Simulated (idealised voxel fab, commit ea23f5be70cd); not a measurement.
Documented hereafter: the process module known as voxel double patterning.
The cross-section shown here is cut; it is 190 nm wide and divided into square cells measuring 5 nm on a side.
The cross-sections in this document take the form of a grid made of square cells. They are written out as bands, in order from top to bottom. Each band consists of one or more rows of cells.
Top height, bottom height, nm. Materials left to right, width each, nm. Single material + "all across" = fills band edge to edge. "empty" = empty.
Heights are expressed relative to 0, this being the level below which the as-received wafer comprises one material exclusively. The lowest band is unbounded in the downward direction and is denoted as in "0 down".
With a width like "30->40", each row of cells in the band differs from the next by the same amount, the top row carrying the first number and the bottom row the second.
Where a step carries "no alteration", the cross-section came out of it unchanged, cell for cell.
Listed in "Enclosed void entries": every empty space of 8 or more cells without an open way to the top. Form: width x height at distance, the distance being from the left edge, all in nm.
That trailing text on a step's line, after the settings, is the simulator's own remark on the step.
On any step carrying a mask, the "overlay nm" setting, if present on the step's line, tells how far right of its planned place the mask lay; negative values point to the left.

-- Steps planned for the process
1. RECEIVE with material Si
2. CONFORMAL_DEP with material SiO2, thk nm 10
3. DIRECTIONAL_DEP with material polySi, thk nm 15
4. DIRECTIONAL_DEP with material SiN, thk nm 5
5. DIRECTIONAL_DEP with material aC, thk nm 10
6. PATTERN with tone open, mask id FIRST, material resist, width nm 15, pitch nm 50, thk nm 30, overlay nm 0
7. DIRECTIONAL_ETCH with etch materials aC, depth nm 10
8. STRIP with etch materials resist
9. DIRECTIONAL_ETCH with etch materials SiN, depth nm 5
10. STRIP with etch materials aC
11. MASKED_ETCH with tone open, mask id SECOND, width nm 15, pitch nm 50, etch materials SiN, depth nm 5, overlay nm -15
12. DIRECTIONAL_ETCH with etch materials polySi, depth nm 15
13. STRIP with etch materials SiN
For this document, wafers share an identical start and vary in the step 11 overlay nm; the plan quotes the first wafer's value.

-- Received condition of the first of several wafers, sectioned: post-step 1
- 0 down | Si all across
- Enclosed void entries: none

-- Last step of the module is step 13; after it, the first of several wafers in cross-section
- 25 to 10 | polySi 35 nm, then empty 25 nm, then polySi 25 nm, then empty 25 nm, then polySi 25 nm, then empty 15 nm, then polySi 40 nm
- 10 to 0 | SiO2 all across
- 0 down | Si all across
- Enclosed void entries: none

-- Sectional view of the last wafer upon completion of the module
- 25 to 10 | polySi 35 nm, then empty 15 nm, then polySi 25 nm, then empty 25 nm, then polySi 25 nm, then empty 25 nm, then polySi 40 nm
- 10 to 0 | SiO2 all across
- 0 down | Si all across
- Enclosed void entries: none

-- Here is how to read the rows: every wafer has a row, and it shows the wafer at the end of the module, giving for each material how many cells were gained (+) or lost (-) since the wafer was received, then listing its closed voids
overlay nm -15, +76 SiO2, +75 polySi, Enclosed void entries: none
overlay nm -10, +76 SiO2, +69 polySi, Enclosed void entries: none
overlay nm -5, +76 SiO2, +69 polySi, Enclosed void entries: none
overlay nm 0, +76 SiO2, +69 polySi, Enclosed void entries: none
overlay nm 5, +76 SiO2, +69 polySi, Enclosed void entries: none
overlay nm 10, +76 SiO2, +69 polySi, Enclosed void entries: none
overlay nm 15, +76 SiO2, +75 polySi, Enclosed void entries: none
